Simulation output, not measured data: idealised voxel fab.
Herein follows the process module entitled voxel air gaps.
cross-section cut | 225 nm wide | cells 5 nm
Each cross-section below is a grid of square cells, stated as bands in top-down order, with one or more rows of cells making up each band. This entry defines a band. It first specifies the height of the band's top and the height of its bottom in nm, and then specifies the band's materials from left to right, stating each material with its width in nm. The word "everywhere" identifies a single material that fills the band from edge to edge, while the word "air" identifies empty space. Measure heights from 0. That's the level where, below it, the as-received wafer is all one material. The lowest band is bottomless and extends downward; write it as in "from 0 down". Read "30 to 40" as a graded width: first number on top, second number at the bottom, same change between each pair of neighbouring rows. "remained unchanged" for a step: no cell of the cross-section changed in that step. You'll see "Sealed cavities" listing empty spaces that have no way open to the top, as long as they're 8 cells or more; the notation is width x height at distance, where the distance is from the left edge, and all of it is in nm. Anything after a step's settings on that line? It's the simulator's own note about the step. The optional step-line setting "overlay nm" applies to steps with a mask and quantifies how far to the right of its planned location the mask lay, a negative value indicating leftward placement.

**Set out below are the planned steps of the process**
1. RECEIVE | material Si
2. CONFORMAL_DEP | material SiO2 | thk nm 10
3. CONFORMAL_DEP | material SiCN | thk nm 5
4. DIRECTIONAL_DEP | material SiO2 | thk nm 40
5. PATTERN | tone open | mask id LINES | material resist | width nm 20 | pitch nm 45 | thk nm 15 | overlay nm 0
6. DIRECTIONAL_ETCH | etch materials SiO2 | depth nm 40
7. STRIP | etch materials resist
8. CONFORMAL_DEP | material TiN | thk nm 5
9. FILL_DEP | material W | thk nm 10
10. CMP | height nm 55
11. EPI | material Ru | thk nm 10
12. SELECTIVE_ETCH | etch materials SiO2 | depth nm 50
13. CONFORMAL_DEP | material SiCN | thk nm 5

**As-received state of the wafer in cross-section, equivalent to post-step 1**
	from 0 down = Si everywhere
	Sealed cavities: none

**a wafer at the end: this start, this plan, one mistake**
	from 70 to 65 = 35 air, then 150 SiCN, then 40 air
	from 65 to 55 = 35 air, then 5 SiCN, then 140 Ru, then 5 SiCN, then 40 air
	from 55 to 50 = 35 air, then 15 SiCN, then 5 TiN, then 20 W, then 5 TiN, then 15 SiO2, then 5 TiN, then 20 W, then 5 TiN, then 15 SiO2, then 5 TiN, then 20 W, then 5 TiN, then 15 SiCN, then 40 air
	from 50 to 20 = 45 air, then 5 SiCN, then 5 TiN, then 20 W, then 5 TiN, then 15 SiO2, then 5 TiN, then 20 W, then 5 TiN, then 15 SiO2, then 5 TiN, then 20 W, then 5 TiN, then 5 SiCN, then 50 air
	from 20 to 15 = 50 SiCN, then 30 TiN, then 15 SiO2, then 30 TiN, then 15 SiO2, then 30 TiN, then 55 SiCN
	from 15 to 10 = SiCN everywhere
	from 10 to 0 = SiO2 everywhere
	from 0 down = Si everywhere
	Sealed cavities: none
Here's what went sideways: rather than as planned, step 5 actually ran as PATTERN | tone open | mask id LINES | material resist | width nm 30 | pitch nm 45 | thk nm 15 | overlay nm 0
